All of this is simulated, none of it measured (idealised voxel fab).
Process module under the name voxel wiring stack
Pictured: cross-section cut, 180 nm wide, on a grid of 5 nm square cells.
Notation: cross-section as square-cell grid; stated in bands, top first, going down; one or more cell rows per band.
Band entry format. Leading values: height of top, height of bottom, nm. Remainder: materials in left-to-right order, each with its width in nm. Special words: "edge to edge" on a single material, which then fills the band edge to edge; "air", empty space.
Counting heights begins at 0, where everything beneath is, in the wafer as received, one material. The lowest band has no bottom; it goes on downwards, as "0..down" shows.
It should be noted that a width expressed as "30..40" varies in equal increments from row to row of cells within the band, taking the value of the first number at the top row and that of the second number at the bottom row.
Take "identical to before" at face value: in the step it is given for, the cross-section changed in none of its cells.
In "Entrapped void list" the enclosed voids are listed, meaning empty spaces of 8 cells or larger without any opening to the top. The form is width x height at distance, distance from the left edge, units nm.
On each step's line, the part that comes after the settings is the simulator's own comment on the step.
The "overlay nm" setting may appear on a step's line; for a step that uses a mask, it gives how far to the right of its planned position the mask lay, and a negative value indicates the left.

-- Process steps foreseen in the plan
- 1: RECEIVE,material Si
- 2: CONFORMAL_DEP,material SiO2,thk nm 10
- 3: DIRECTIONAL_DEP,material TiN,thk nm 5
- 4: DIRECTIONAL_DEP,material Ru,thk nm 15
- 5: MASKED_ETCH,tone cover,mask id METAL_1,width nm 30,pitch nm 50,etch materials Ru,depth nm 15,overlay nm 0
- 6: MASKED_ETCH,tone cover,mask id METAL_1,width nm 30,pitch nm 50,etch materials TiN,depth nm 5,overlay nm 0
- 7: CONFORMAL_DEP,material SiCN,thk nm 5
- 8: FILL_DEP,material SiO2,thk nm 10
- 9: CMP,height nm 30
- 10: CONFORMAL_DEP,material SiCN,thk nm 5
- 11: DIRECTIONAL_DEP,material SiO2,thk nm 30
- 12: MASKED_ETCH,tone open,mask id METAL_2_HOLES,width nm 15,pitch nm 50,etch materials SiO2,depth nm 30,overlay nm 0
- 13: PATTERN,tone open,mask id METAL_2,material resist,width nm 30,pitch nm 50,thk nm 20,overlay nm 0
- 14: DIRECTIONAL_ETCH,etch materials SiO2,depth nm 20
- 15: DIRECTIONAL_ETCH,etch materials SiCN,depth nm 5
- 16: STRIP,etch materials resist
- 17: CONFORMAL_DEP,material TiN,thk nm 5
- 18: FILL_DEP,material Ru,thk nm 5
- 19: CMP,height nm 65
- 20: CONFORMAL_DEP,material SiCN,thk nm 5
- 21: DIRECTIONAL_DEP,material SiO2,thk nm 25
- 22: PATTERN,tone open,mask id METAL_3,material resist,width nm 30,pitch nm 50,thk nm 20,overlay nm 0
- 23: DIRECTIONAL_ETCH,etch materials SiO2,depth nm 15
- 24: STRIP,etch materials resist
- 25: MASKED_ETCH,tone open,mask id METAL_3_HOLES,width nm 15,etch materials SiO2,depth nm 10,overlay nm 0
- 26: MASKED_ETCH,tone open,mask id METAL_3_HOLES,width nm 15,etch materials SiCN,depth nm 5,overlay nm 0
- 27: CONFORMAL_DEP,material TiN,thk nm 5
- 28: FILL_DEP,material Ru,thk nm 10
- 29: CMP,height nm 95
- 30: CONFORMAL_DEP,material SiCN,thk nm 5
- 31: DIRECTIONAL_DEP,material lowk,thk nm 35
- 32: MASKED_ETCH,tone open,mask id METAL_4,width nm 30,pitch nm 50,etch materials lowk,depth nm 20,overlay nm 0
- 33: MASKED_ETCH,tone open,mask id METAL_4_HOLES,width nm 15,pitch nm 50,etch materials lowk,depth nm 15,overlay nm 0
- 34: MASKED_ETCH,tone open,mask id METAL_4_HOLES,width nm 15,pitch nm 50,etch materials SiCN,depth nm 5,overlay nm 0
- 35: CONFORMAL_DEP,material TiN,thk nm 5
- 36: FILL_DEP,material Ru,thk nm 5
- 37: CMP,height nm 135
- 38: CONFORMAL_DEP,material SiCN,thk nm 5

-- Shown in cross-section is the wafer as received, that is, as it stands after step 1
	0..down  Si edge to edge
	Entrapped void list: none

-- Wafer at module end, in section. Began as above, planned as above, run with one mistake
	140..135  SiCN edge to edge
	135..120  lowk: 50 | TiN: 5 | Ru: 20 | TiN: 5 | lowk: 20 | TiN: 5 | Ru: 20 | TiN: 5 | lowk: 50
	120..115  lowk: 50 | TiN: 5 | Ru: 5 | TiN: 20 | lowk: 20 | TiN: 5 | Ru: 5 | TiN: 20 | lowk: 50
	115..100  lowk: 50 | TiN: 5 | Ru: 5 | TiN: 5 | lowk: 35 | TiN: 5 | Ru: 5 | TiN: 5 | lowk: 65
	100..95  SiCN: 50 | TiN: 15 | SiCN: 35 | TiN: 15 | SiCN: 65
	95..85  SiO2: 50 | TiN: 5 | Ru: 20 | TiN: 5 | SiO2: 20 | TiN: 5 | Ru: 20 | TiN: 5 | SiO2: 50
	85..80  SiO2: 50 | TiN: 5 | Ru: 5 | TiN: 20 | SiO2: 20 | TiN: 30 | SiO2: 50
	80..70  SiO2: 50 | TiN: 5 | Ru: 5 | TiN: 5 | SiO2: 115
	70..65  SiCN: 50 | TiN: 15 | SiCN: 115
	65..50  SiO2: 50 | TiN: 5 | Ru: 20 | TiN: 5 | SiO2: 20 | TiN: 5 | Ru: 20 | TiN: 5 | SiO2: 50
	50..45  SiO2: 50 | TiN: 5 | Ru: 5 | TiN: 20 | SiO2: 20 | TiN: 5 | Ru: 5 | TiN: 20 | SiO2: 50
	45..35  SiO2: 50 | TiN: 5 | Ru: 5 | TiN: 5 | SiO2: 35 | TiN: 5 | Ru: 5 | TiN: 5 | SiO2: 65
	35..30  SiCN: 50 | TiN: 15 | SiCN: 35 | TiN: 15 | SiCN: 65
	30..20  Ru: 50 | SiCN: 5 | SiO2: 20 | SiCN: 5 | Ru: 20 | SiCN: 5 | SiO2: 20 | SiCN: 5 | Ru: 50
	20..15  Ru: 50 | SiCN: 30 | Ru: 20 | SiCN: 30 | Ru: 50
	15..10  TiN edge to edge
	10..0  SiO2 edge to edge
	0..down  Si edge to edge
	Entrapped void list: none
Deviation noted in wafer processing: so step 5 ended up running with a different setting than we planned, it ran as MASKED_ETCH,tone open,mask id METAL_1,width nm 30,pitch nm 50,etch materials Ru,depth nm 15,overlay nm 0
